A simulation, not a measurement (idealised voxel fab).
process module | voxel self aligned vias
cross-section cut | 285 nm wide | cells 5 nm
A cross-section is a grid of square cells, given in bands from the top down. A band is one or more rows of cells.
Each band's line starts with the height of the band's top and of its bottom, in nm. Then come its materials from left to right, each with its width in nm. One material with "throughout" fills the band from edge to edge. "air" is empty space.
Height 0 is the level under which the wafer as received is all one material. The lowest band goes on downwards, as in "0 down".
A width such as "30 to 40" changes by the same amount from each row of cells to the next, from the band's top row to its bottom row.
"no change" after a step means that no cell of the cross-section changed.
closed voids: empty space of 8 cells or more with no open way to the top, each as width x height at its distance from the left edge, in nm
after a step's settings: what the simulator itself notes on the step
overlay nm, on a step with a mask: how far to the right of its planned place the mask lay; to the left if negative
plan
1 op RECEIVE | material Si
2 op CONFORMAL_DEP | material SiO2 | thk nm 15
3 op CONFORMAL_DEP | material SiCN | thk nm 5
4 op DIRECTIONAL_DEP | material lowk | thk nm 25
5 op MASKED_ETCH | tone open | mask id LINES | width nm 30 | pitch nm 60 | etch materials lowk | depth nm 25 | overlay nm 0
6 op CONFORMAL_DEP | material TiN | thk nm 5
7 op FILL_DEP | material W | thk nm 10
8 op CMP | height nm 45
9 op SELECTIVE_ETCH | etch materials W Ru TiN | depth nm 5
10 op FILL_DEP | material SiN | thk nm 5
11 op CMP | height nm 45
12 op DIRECTIONAL_DEP | material lowk | thk nm 20
13 op MASKED_ETCH | tone open | mask id VIAS | width nm 30 | pitch nm 60 | etch materials lowk | depth nm 20 | overlay nm 0
14 op MASKED_ETCH | tone open | mask id VIAS | width nm 40 | pitch nm 60 | etch materials SiN | depth nm 5 | overlay nm 0
15 op CONFORMAL_DEP | material TiN | thk nm 5
16 op FILL_DEP | material Cu | thk nm 5
17 op CMP | height nm 65
18 op CONFORMAL_DEP | material SiCN | thk nm 5
varied across the wafers: width nm of step 13. The plan shows the first wafer's value. All wafers start alike
first wafer as received, after step 1
  0 down: Si throughout
  closed voids: none
first wafer at the end, after step 18
  70 to 65: SiCN throughout
  65 to 45: lowk 65 | TiN 5 | Cu 20 | TiN 5 | lowk 30 | TiN 5 | Cu 20 | TiN 5 | lowk 30 | TiN 5 | Cu 20 | TiN 5 | lowk 70
  45 to 40: lowk 65 | TiN 30 | lowk 30 | TiN 30 | lowk 30 | TiN 30 | lowk 70
  40 to 25: lowk 65 | TiN 5 | W 20 | TiN 5 | lowk 30 | TiN 5 | W 20 | TiN 5 | lowk 30 | TiN 5 | W 20 | TiN 5 | lowk 70
  25 to 20: lowk 65 | TiN 30 | lowk 30 | TiN 30 | lowk 30 | TiN 30 | lowk 70
  20 to 15: SiCN throughout
  15 to 0: SiO2 throughout
  0 down: Si throughout
  closed voids: none
last wafer at the end
  70 to 65: SiCN throughout
  65 to 50: lowk 60 | TiN 5 | Cu 35 | TiN 5 | lowk 15 | TiN 5 | Cu 35 | TiN 5 | lowk 15 | TiN 5 | Cu 35 | TiN 5 | lowk 60
  50 to 45: lowk 60 | TiN 10 | Cu 20 | TiN 15 | lowk 15 | TiN 10 | Cu 20 | TiN 15 | lowk 15 | TiN 10 | Cu 20 | TiN 15 | lowk 60
  45 to 40: lowk 65 | TiN 30 | lowk 30 | TiN 30 | lowk 30 | TiN 30 | lowk 70
  40 to 25: lowk 65 | TiN 5 | W 20 | TiN 5 | lowk 30 | TiN 5 | W 20 | TiN 5 | lowk 30 | TiN 5 | W 20 | TiN 5 | lowk 70
  25 to 20: lowk 65 | TiN 30 | lowk 30 | TiN 30 | lowk 30 | TiN 30 | lowk 70
  20 to 15: SiCN throughout
  15 to 0: SiO2 throughout
  0 down: Si throughout
  closed voids: none
each wafer at the end: cells of each material gained (+) or lost (-) since it was received, then its closed voids
width nm 30 | +48 Cu | +114 SiCN | +171 SiO2 | +78 TiN | +36 W | +351 lowk | closed voids: none
width nm 35 | +57 Cu | +114 SiCN | +171 SiO2 | +81 TiN | +36 W | +339 lowk | closed voids: none
width nm 40 | +66 Cu | +114 SiCN | +171 SiO2 | +84 TiN | +36 W | +327 lowk | closed voids: none
width nm 45 | +75 Cu | +114 SiCN | +171 SiO2 | +87 TiN | +36 W | +315 lowk | closed voids: none
